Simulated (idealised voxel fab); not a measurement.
This is a process module. Its name is voxel transistor to metal.
FYI the section here is cut, 200 nm wide, cells are 5 nm squares.
Cross-section = grid of square cells, listed top down in bands; band = one or more rows.
In this notation a band is specified by the heights of its top and bottom, in that order and in nm, after which its materials appear from left to right, each paired with its width in nm. The word "full width" attached to a single material means that material fills the band from edge to edge; the word "blank" stands for empty space.
Height datum 0, below which the as-received substrate wafer is one material. Lowest band open at the bottom, running downward: "from 0 down".
Width "30->40": first value at the band's top row of cells, second value at its bottom row, equal change from row to row.
For the purposes of this document, the phrase "no alterations made" attached to a step denotes that no cell within the cross-section was modified by that step.
Closed empty spaces (no open way to the top) of 8 cells or more are what "closed voids" lists, each as width x height at distance from the left edge, nm for all three.
That trailing text on a step's line, after the settings, is the simulator's own remark on the step.
The setting "overlay nm" may be written on the line of a step. When the step uses a mask, the value reports how far to the right of the planned place the mask lay, and a negative value reports that it lay to the left.
Intended process steps:
1 RECEIVE (material Si)
2 CONFORMAL_DEP (material SiO2; thk nm 5)
3 CONFORMAL_DEP (material SiN; thk nm 15)
4 MASKED_ETCH (tone cover; mask id ACTIVE; width nm 115; etch materials SiN; depth nm 15; overlay nm 0)
5 MASKED_ETCH (tone cover; mask id ACTIVE; width nm 115; etch materials SiO2; depth nm 5; overlay nm 0)
6 MASKED_ETCH (tone cover; mask id ACTIVE; width nm 115; etch materials Si; depth nm 20; overlay nm 0)
7 FILL_DEP (material SiO2; thk nm 15)
8 CMP (height nm 20)
9 SELECTIVE_ETCH (etch materials SiO2; depth nm 10)
10 STRIP (etch materials SiN)
11 SELECTIVE_ETCH (etch materials SiO2; depth nm 5)
12 OXIDIZE (depth nm 5)
13 DIRECTIONAL_DEP (material polySi; thk nm 25)
14 DIRECTIONAL_DEP (material SiCN; thk nm 10)
15 MASKED_ETCH (tone cover; mask id GATE; width nm 25; etch materials SiCN; depth nm 20; overlay nm 0)
16 MASKED_ETCH (tone cover; mask id GATE; width nm 25; etch materials polySi; depth nm 35; overlay nm 0)
17 CONFORMAL_DEP (material SiN; thk nm 10)
18 DIRECTIONAL_ETCH (etch materials SiN; depth nm 10)
19 DIRECTIONAL_ETCH (etch materials SiO2; depth nm 5)
20 EPI (material SiGe; thk nm 5)
21 FILL_DEP (material SiO2; thk nm 5)
22 CMP (height nm 35)
23 DIRECTIONAL_DEP (material SiO2; thk nm 10)
24 PATTERN (tone open; mask id CONTACT; material resist; width nm 20; pitch nm 85; thk nm 15; overlay nm 0)
25 DIRECTIONAL_ETCH (etch materials SiO2; depth nm 45)
26 STRIP (etch materials resist)
27 CONFORMAL_DEP (material TiN; thk nm 5)
28 FILL_DEP (material W; thk nm 10)
29 CMP (height nm 45)
30 DIRECTIONAL_DEP (material TiN; thk nm 5)
31 DIRECTIONAL_DEP (material Ru; thk nm 20)
32 DIRECTIONAL_DEP (material aC; thk nm 10)
33 PATTERN (tone cover; mask id METAL_1; material resist; width nm 20; pitch nm 85; thk nm 25; overlay nm 0)
34 DIRECTIONAL_ETCH (etch materials aC; depth nm 10)
35 STRIP (etch materials resist)
36 DIRECTIONAL_ETCH (etch materials Ru; depth nm 20)
37 DIRECTIONAL_ETCH (etch materials TiN; depth nm 5)
38 STRIP (etch materials aC)
39 CONFORMAL_DEP (material SiN; thk nm 5)
40 FILL_DEP (material SiO2; thk nm 5)
41 CMP (height nm 70)
42 CONFORMAL_DEP (material SiCN; thk nm 5)
Here's what the wafer looked like in cross-section when it arrived - that's after step 1:
* from 0 down: Si full width
* closed voids: none
The plan above was carried out on the starting structure above with one mistake, and this cross-section shows the wafer at the end of the module:
* from 75 to 70: SiCN full width
* from 70 to 50: Ru (45), then SiN (5), then SiO2 (10), then SiN (5), then Ru (65), then SiN (5), then SiO2 (10), then SiN (5), then Ru (50)
* from 50 to 45: TiN (45), then SiN (20), then TiN (65), then SiN (20), then TiN (50)
* from 45 to 35: SiO2 (45), then TiN (5), then W (10), then TiN (5), then SiO2 (65), then TiN (5), then W (10), then TiN (5), then SiO2 (50)
* from 35 to 25: SiO2 (45), then TiN (5), then W (10), then TiN (5), then SiO2 (10), then SiN (10), then SiCN (25), then SiN (10), then SiO2 (10), then TiN (5), then W (10), then TiN (5), then SiO2 (50)
* from 25 to 5: SiO2 (45), then TiN (5), then W (10), then TiN (5), then SiO2 (10), then SiN (10), then polySi (25), then SiN (10), then SiO2 (10), then TiN (5), then W (10), then TiN (5), then SiO2 (50)
* from 5 to 0: SiO2 (35), then SiN (10), then TiN (20), then SiO2 (10), then SiN (10), then polySi (25), then SiN (10), then SiO2 (10), then TiN (20), then SiN (10), then SiO2 (40)
* from 0 to -5: SiO2 (45), then SiGe (30), then SiO2 (45), then SiGe (30), then SiO2 (50)
* from -5 to -20: SiO2 (40), then Si (115), then SiO2 (45)
* from -20 down: Si full width
* closed voids: none
What broke from the plan during processing? step 33 did not happen as planned, as run it was PATTERN (tone open; mask id METAL_1; material resist; width nm 20; pitch nm 85; thk nm 25; overlay nm 0)
